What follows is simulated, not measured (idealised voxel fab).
process module | voxel transistor to metal
cross-section cut | 140 nm wide | cells 5 nm
A cross-section is a grid of square cells, given in bands from the top down. A band is one or more rows of cells.
Each band's line starts with the height of the band's top and of its bottom, in nm. Then come its materials from left to right, each with its width in nm. One material with "throughout" fills the band from edge to edge. "air" is empty space.
Height 0 is the level under which the wafer as received is all one material. The lowest band goes on downwards, as in "0 down".
A width such as "30 to 40" changes by the same amount from each row of cells to the next, from the band's top row to its bottom row.
"no change" after a step means that no cell of the cross-section changed.
closed voids: empty space of 8 cells or more with no open way to the top, each as width x height at its distance from the left edge, in nm
after a step's settings: what the simulator itself notes on the step
overlay nm, on a step with a mask: how far to the right of its planned place the mask lay; to the left if negative
plan
1 op RECEIVE | material Si
2 op OXIDIZE | depth nm 5
3 op CONFORMAL_DEP | material SiN | thk nm 10
4 op PATTERN | tone cover | mask id ACTIVE | material resist | width nm 105 | thk nm 15 | overlay nm 0
5 op DIRECTIONAL_ETCH | etch materials SiN | depth nm 10
6 op DIRECTIONAL_ETCH | etch materials SiO2 | depth nm 5
7 op DIRECTIONAL_ETCH | etch materials Si | depth nm 25
8 op STRIP | etch materials resist
9 op OXIDIZE | depth nm 5
10 op FILL_DEP | material SiO2 | thk nm 5
11 op CMP | height nm 10
12 op SELECTIVE_ETCH | etch materials SiO2 | depth nm 10
13 op STRIP | etch materials SiN
14 op SELECTIVE_ETCH | etch materials SiO2 | depth nm 5
15 op OXIDIZE | depth nm 5
16 op DIRECTIONAL_DEP | material polySi | thk nm 25
17 op DIRECTIONAL_DEP | material SiCN | thk nm 15
18 op PATTERN | tone cover | mask id GATE | material resist | width nm 15 | thk nm 20 | overlay nm 0
19 op DIRECTIONAL_ETCH | etch materials SiCN | depth nm 25
20 op DIRECTIONAL_ETCH | etch materials polySi | depth nm 35
21 op STRIP | etch materials resist
22 op CONFORMAL_DEP | material SiO2 | thk nm 5
23 op DIRECTIONAL_ETCH | etch materials SiO2 | depth nm 5
24 op CONFORMAL_DEP | material SiN | thk nm 5
25 op DIRECTIONAL_ETCH | etch materials SiN | depth nm 5
26 op DIRECTIONAL_ETCH | etch materials SiO2 | depth nm 5
27 op DIRECTIONAL_ETCH | etch materials Si | depth nm 10
28 op EPI | material SiGe | thk nm 10
29 op FILL_DEP | material SiO2 | thk nm 10
30 op CMP | height nm 35
31 op DIRECTIONAL_DEP | material SiO2 | thk nm 15
32 op MASKED_ETCH | tone open | mask id CONTACT | width nm 20 | pitch nm 75 | etch materials SiO2 | depth nm 60 | overlay nm 0
33 op CONFORMAL_DEP | material TiN | thk nm 5
34 op FILL_DEP | material W | thk nm 5
35 op CMP | height nm 50
36 op CONFORMAL_DEP | material SiN | thk nm 5
37 op DIRECTIONAL_DEP | material SiO2 | thk nm 25
38 op MASKED_ETCH | tone open | mask id METAL_1 | width nm 20 | pitch nm 75 | etch materials SiO2 | depth nm 25 | overlay nm 0
39 op MASKED_ETCH | tone open | mask id METAL_1 | width nm 20 | pitch nm 75 | etch materials SiN | depth nm 5 | overlay nm 0
40 op CONFORMAL_DEP | material TiN | thk nm 5
41 op FILL_DEP | material Cu | thk nm 10
42 op CMP | height nm 80
43 op CONFORMAL_DEP | material SiCN | thk nm 5
44 op DIRECTIONAL_DEP | material SiO2 | thk nm 35
45 op MASKED_ETCH | tone open | mask id METAL_2_HOLES | width nm 15 | pitch nm 75 | etch materials SiO2 | depth nm 35 | overlay nm 0
46 op DIRECTIONAL_DEP | material aC | thk nm 15
47 op PATTERN | tone open | mask id METAL_2 | material resist | width nm 20 | pitch nm 75 | thk nm 35 | overlay nm 0
48 op DIRECTIONAL_ETCH | etch materials aC | depth nm 15
49 op STRIP | etch materials resist
50 op DIRECTIONAL_ETCH | etch materials SiO2 | depth nm 20
51 op DIRECTIONAL_ETCH | etch materials SiCN | depth nm 5
52 op STRIP | etch materials aC
53 op CONFORMAL_DEP | material TiN | thk nm 5
54 op FILL_DEP | material Ru | thk nm 10
55 op CMP | height nm 120
56 op CONFORMAL_DEP | material SiN | thk nm 5
as received, after step 1
  0 down: Si throughout
  closed voids: none
first wafer at the end, as planned
  125 to 120: SiN throughout
  120 to 105: SiO2 20 | TiN 5 | Ru 10 | TiN 5 | SiO2 55 | TiN 5 | Ru 10 | TiN 5 | SiO2 25
  105 to 100: SiO2 20 | TiN 5 | Ru 5 | TiN 10 | SiO2 55 | TiN 5 | Ru 5 | TiN 10 | SiO2 25
  100 to 85: SiO2 20 | TiN 5 | Ru 5 | TiN 5 | SiO2 60 | TiN 5 | Ru 5 | TiN 5 | SiO2 30
  85 to 80: SiCN 20 | TiN 15 | SiCN 60 | TiN 15 | SiCN 30
  80 to 55: SiO2 20 | TiN 5 | Cu 10 | TiN 5 | SiO2 55 | TiN 5 | Cu 10 | TiN 5 | SiO2 25
  55 to 50: SiN 20 | TiN 20 | SiN 55 | TiN 20 | SiN 25
  50 to 35: SiO2 20 | TiN 5 | W 10 | TiN 5 | SiO2 55 | TiN 5 | W 10 | TiN 5 | SiO2 25
  35 to 20: SiO2 20 | TiN 5 | W 10 | TiN 5 | SiO2 10 | SiN 5 | SiO2 5 | SiCN 15 | SiO2 5 | SiN 5 | SiO2 10 | TiN 5 | W 10 | TiN 5 | SiO2 25
  20 to 0: SiO2 20 | TiN 5 | W 10 | TiN 5 | SiO2 10 | SiN 5 | SiO2 5 | polySi 15 | SiO2 5 | SiN 5 | SiO2 10 | TiN 5 | W 10 | TiN 5 | SiO2 25
  0 to -5: SiO2 20 | TiN 5 | W 10 | TiN 5 | SiGe 10 | SiN 5 | SiO2 5 | polySi 15 | SiO2 5 | SiN 5 | SiGe 10 | TiN 5 | W 10 | TiN 5 | SiO2 25
  -5 to -10: SiO2 20 | TiN 20 | SiGe 10 | SiO2 35 | SiGe 10 | TiN 20 | SiO2 25
  -10 to -20: SiO2 20 | SiGe 30 | Si 35 | SiGe 30 | SiO2 25
  -20 to -35: SiO2 20 | Si 95 | SiO2 25
  -35 down: Si throughout
  closed voids: none
second wafer at the end: like start, like plan, one mistake
  125 to 120: SiN throughout
  120 to 105: SiO2 20 | TiN 5 | Ru 10 | TiN 5 | SiO2 55 | TiN 5 | Ru 10 | TiN 5 | SiO2 25
  105 to 100: SiO2 20 | TiN 5 | Ru 5 | TiN 10 | SiO2 55 | TiN 5 | Ru 5 | TiN 10 | SiO2 25
  100 to 85: SiO2 20 | TiN 5 | Ru 5 | TiN 5 | SiO2 60 | TiN 5 | Ru 5 | TiN 5 | SiO2 30
  85 to 80: SiCN 20 | TiN 15 | SiCN 60 | TiN 15 | SiCN 30
  80 to 60: Cu 15 | TiN 5 | SiO2 20 | TiN 5 | Cu 45 | TiN 5 | SiO2 20 | TiN 5 | Cu 20
  60 to 55: TiN 20 | SiO2 20 | TiN 55 | SiO2 20 | TiN 25
  55 to 50: SiN throughout
  50 to 35: SiO2 20 | TiN 5 | W 10 | TiN 5 | SiO2 55 | TiN 5 | W 10 | TiN 5 | SiO2 25
  35 to 20: SiO2 20 | TiN 5 | W 10 | TiN 5 | SiO2 10 | SiN 5 | SiO2 5 | SiCN 15 | SiO2 5 | SiN 5 | SiO2 10 | TiN 5 | W 10 | TiN 5 | SiO2 25
  20 to 0: SiO2 20 | TiN 5 | W 10 | TiN 5 | SiO2 10 | SiN 5 | SiO2 5 | polySi 15 | SiO2 5 | SiN 5 | SiO2 10 | TiN 5 | W 10 | TiN 5 | SiO2 25
  0 to -5: SiO2 20 | TiN 5 | W 10 | TiN 5 | SiGe 10 | SiN 5 | SiO2 5 | polySi 15 | SiO2 5 | SiN 5 | SiGe 10 | TiN 5 | W 10 | TiN 5 | SiO2 25
  -5 to -10: SiO2 20 | TiN 20 | SiGe 10 | SiO2 35 | SiGe 10 | TiN 20 | SiO2 25
  -10 to -20: SiO2 20 | SiGe 30 | Si 35 | SiGe 30 | SiO2 25
  -20 to -35: SiO2 20 | Si 95 | SiO2 25
  -35 down: Si throughout
  closed voids: none
what went wrong: step 38 ran as: op MASKED_ETCH | tone cover | mask id METAL_1 | width nm 20 | pitch nm 75 | etch materials SiO2 | depth nm 25 | overlay nm 0
at the end the second wafer has, in cells: 44 more of Cu | 8 more of SiN | 60 fewer of SiO2 | 8 more of TiN
